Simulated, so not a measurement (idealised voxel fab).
The process module that follows is named voxel wiring stack.
This is section cut - it's 215 nm across, gridded in 5 nm square cells.
When this document writes out a cross-section, it uses a grid of square cells and lists it as bands, beginning at the top and moving down, with a band standing for one or more rows of cells. Top height, bottom height, nm. Materials left to right, width each, nm. Single material + "everywhere" = fills band edge to edge. "empty" = empty. We count height from 0. Below that, the starting wafer is all one material. The lowest band never ends at the bottom but goes on down; see "top 0, no bottom" for how that is written. With a width like "30->40", each row of cells in the band differs from the next by the same amount, the top row carrying the first number and the bottom row the second. What does "no alteration" mean for a step? It means no cell of the cross-section changed in that step. Entry "Unvented cavities" = empty spaces >= 8 cells with no open way to the top; each as width x height at distance, distance from left edge, all nm. On each step's line, the part that comes after the settings is the simulator's own comment on the step. A step's line can hold "overlay nm"; with a mask on that step, the setting says how far right of the planned place the mask lay, while a negative setting says it lay to the left.

Listed below are the process steps as planned:
1: op RECEIVE | material Si
2: op CONFORMAL_DEP | material SiO2 | thk nm 15
3: op CONFORMAL_DEP | material SiN | thk nm 5
4: op DIRECTIONAL_DEP | material lowk | thk nm 15
5: op MASKED_ETCH | tone open | mask id METAL_1 | width nm 25 | pitch nm 45 | etch materials lowk | depth nm 15 | overlay nm 0
6: op MASKED_ETCH | tone open | mask id METAL_1 | width nm 25 | pitch nm 45 | etch materials SiN | depth nm 5 | overlay nm 0
7: op CONFORMAL_DEP | material TiN | thk nm 5
8: op FILL_DEP | material Cu | thk nm 5
9: op CMP | height nm 35
10: op CONFORMAL_DEP | material SiCN | thk nm 5
11: op DIRECTIONAL_DEP | material SiO2 | thk nm 25
12: op DIRECTIONAL_DEP | material aC | thk nm 10
13: op PATTERN | tone open | mask id METAL_2_HOLES | material resist | width nm 15 | pitch nm 45 | thk nm 25 | overlay nm 0
14: op DIRECTIONAL_ETCH | etch materials aC | depth nm 10
15: op STRIP | etch materials resist
16: op DIRECTIONAL_ETCH | etch materials SiO2 | depth nm 25
17: op STRIP | etch materials aC
18: op MASKED_ETCH | tone open | mask id METAL_2 | width nm 25 | pitch nm 45 | etch materials SiO2 | depth nm 15 | overlay nm 0
19: op MASKED_ETCH | tone open | mask id METAL_2 | width nm 25 | pitch nm 45 | etch materials SiCN | depth nm 5 | overlay nm 0
20: op CONFORMAL_DEP | material TiN | thk nm 5
21: op FILL_DEP | material Ru | thk nm 10
22: op CMP | height nm 65
23: op CONFORMAL_DEP | material SiCN | thk nm 5
24: op DIRECTIONAL_DEP | material SiO2 | thk nm 15
25: op MASKED_ETCH | tone open | mask id PLUG_2 | width nm 15 | etch materials SiO2 | depth nm 15 | overlay nm 0
26: op MASKED_ETCH | tone open | mask id PLUG_2 | width nm 15 | etch materials SiCN | depth nm 5 | overlay nm 0
27: op EPI | material Ru | thk nm 10
28: op EPI | material Ru | thk nm 10
29: op DIRECTIONAL_DEP | material TiN | thk nm 5
30: op DIRECTIONAL_DEP | material Ru | thk nm 20
31: op DIRECTIONAL_DEP | material aC | thk nm 10
32: op PATTERN | tone cover | mask id METAL_3 | material resist | width nm 25 | pitch nm 45 | thk nm 25 | overlay nm 0
33: op DIRECTIONAL_ETCH | etch materials aC | depth nm 10
34: op STRIP | etch materials resist
35: op DIRECTIONAL_ETCH | etch materials Ru | depth nm 20
36: op DIRECTIONAL_ETCH | etch materials TiN | depth nm 5
37: op STRIP | etch materials aC
38: op FILL_DEP | material SiO2 | thk nm 5
39: op CMP | height nm 110
40: op CONFORMAL_DEP | material SiCN | thk nm 5
41: op DIRECTIONAL_DEP | material lowk | thk nm 25
42: op MASKED_ETCH | tone open | mask id METAL_4 | width nm 25 | pitch nm 45 | etch materials lowk | depth nm 15 | overlay nm 0
43: op DIRECTIONAL_DEP | material aC | thk nm 15
44: op PATTERN | tone open | mask id METAL_4_HOLES | material resist | width nm 15 | thk nm 35 | overlay nm 0
45: op DIRECTIONAL_ETCH | etch materials aC | depth nm 15
46: op STRIP | etch materials resist
47: op DIRECTIONAL_ETCH | etch materials lowk | depth nm 10
48: op DIRECTIONAL_ETCH | etch materials SiCN | depth nm 5
49: op STRIP | etch materials aC
50: op CONFORMAL_DEP | material TiN | thk nm 5
51: op FILL_DEP | material Cu | thk nm 10
52: op CMP | height nm 140
53: op CONFORMAL_DEP | material SiCN | thk nm 5

Wafer cross-section on receipt, i.e. after step 1:
top 0, no bottom  Si everywhere
Unvented cavities: none

The first of the two wafers as seen in cross-section once the module was finished; processing followed the plan:
top 145, bottom 140  SiCN everywhere
top 140, bottom 130  70 lowk  5 TiN  15 Cu  5 TiN  20 lowk  5 TiN  15 Cu  5 TiN  75 lowk
top 130, bottom 125  70 lowk  5 TiN  5 Cu  15 TiN  20 lowk  25 TiN  75 lowk
top 125, bottom 115  70 lowk  5 TiN  5 Cu  5 TiN  130 lowk
top 115, bottom 110  70 SiCN  15 TiN  130 SiCN
top 110, bottom 90  70 SiO2  25 Ru  20 SiO2  25 Ru  75 SiO2
top 90, bottom 85  70 SiO2  25 TiN  20 SiO2  25 TiN  75 SiO2
top 85, bottom 70  70 SiO2  15 Ru  130 SiO2
top 70, bottom 65  70 SiCN  15 Ru  130 SiCN
top 65, bottom 55  70 SiO2  5 TiN  15 Ru  5 TiN  20 SiO2  5 TiN  15 Ru  5 TiN  75 SiO2
top 55, bottom 50  70 SiO2  5 TiN  5 Ru  15 TiN  20 SiO2  5 TiN  5 Ru  15 TiN  75 SiO2
top 50, bottom 40  70 SiO2  5 TiN  5 Ru  5 TiN  30 SiO2  5 TiN  5 Ru  5 TiN  85 SiO2
top 40, bottom 35  70 SiCN  15 TiN  30 SiCN  15 TiN  85 SiCN
top 35, bottom 20  70 lowk  5 TiN  15 Cu  5 TiN  20 lowk  5 TiN  15 Cu  5 TiN  75 lowk
top 20, bottom 15  70 SiN  25 TiN  20 SiN  25 TiN  75 SiN
top 15, bottom 0  SiO2 everywhere
top 0, no bottom  Si everywhere
Unvented cavities: none

Presented here is a cross-section of the second of the two wafers as it stood at the end of the module. It was started in the same manner and assigned the same plan as the first wafer; however, one mistake was made in its execution:
top 145, bottom 140  SiCN everywhere
top 140, bottom 130  70 lowk  5 TiN  15 Cu  5 TiN  20 lowk  5 TiN  15 Cu  5 TiN  75 lowk
top 130, bottom 125  70 lowk  5 TiN  5 Cu  15 TiN  20 lowk  25 TiN  75 lowk
top 125, bottom 115  70 lowk  5 TiN  5 Cu  5 TiN  130 lowk
top 115, bottom 110  70 SiCN  15 TiN  130 SiCN
top 110, bottom 90  70 SiO2  25 Ru  20 SiO2  25 Ru  75 SiO2
top 90, bottom 85  70 SiO2  25 TiN  20 SiO2  25 TiN  75 SiO2
top 85, bottom 70  70 SiO2  15 Ru  130 SiO2
top 70, bottom 65  70 SiCN  15 Ru  130 SiCN
top 65, bottom 55  70 SiO2  5 TiN  15 Ru  5 TiN  20 SiO2  5 TiN  15 Ru  5 TiN  75 SiO2
top 55, bottom 50  70 SiO2  5 TiN  5 Ru  15 TiN  20 SiO2  5 TiN  5 Ru  15 TiN  75 SiO2
top 50, bottom 40  70 SiO2  5 TiN  5 Ru  5 TiN  30 SiO2  5 TiN  5 Ru  5 TiN  85 SiO2
top 40, bottom 35  70 SiCN  15 TiN  30 SiCN  15 TiN  85 SiCN
top 35, bottom 30  75 TiN  15 Cu  30 TiN  15 Cu  80 TiN
top 30, bottom 15  70 lowk  5 TiN  15 Cu  5 TiN  20 lowk  5 TiN  15 Cu  5 TiN  75 lowk
top 15, bottom 10  70 SiN  25 TiN  20 SiN  25 TiN  75 SiN
top 10, bottom 0  SiO2 everywhere
top 0, no bottom  Si everywhere
Unvented cavities: none
Deviation noted in wafer processing: step 2 did not happen as planned, as run it was op CONFORMAL_DEP | material SiO2 | thk nm 10
End of process, cell counts, second wafer against first, materials with more or fewer: Cu: 6 more | SiO2: 43 fewer | TiN: 37 more
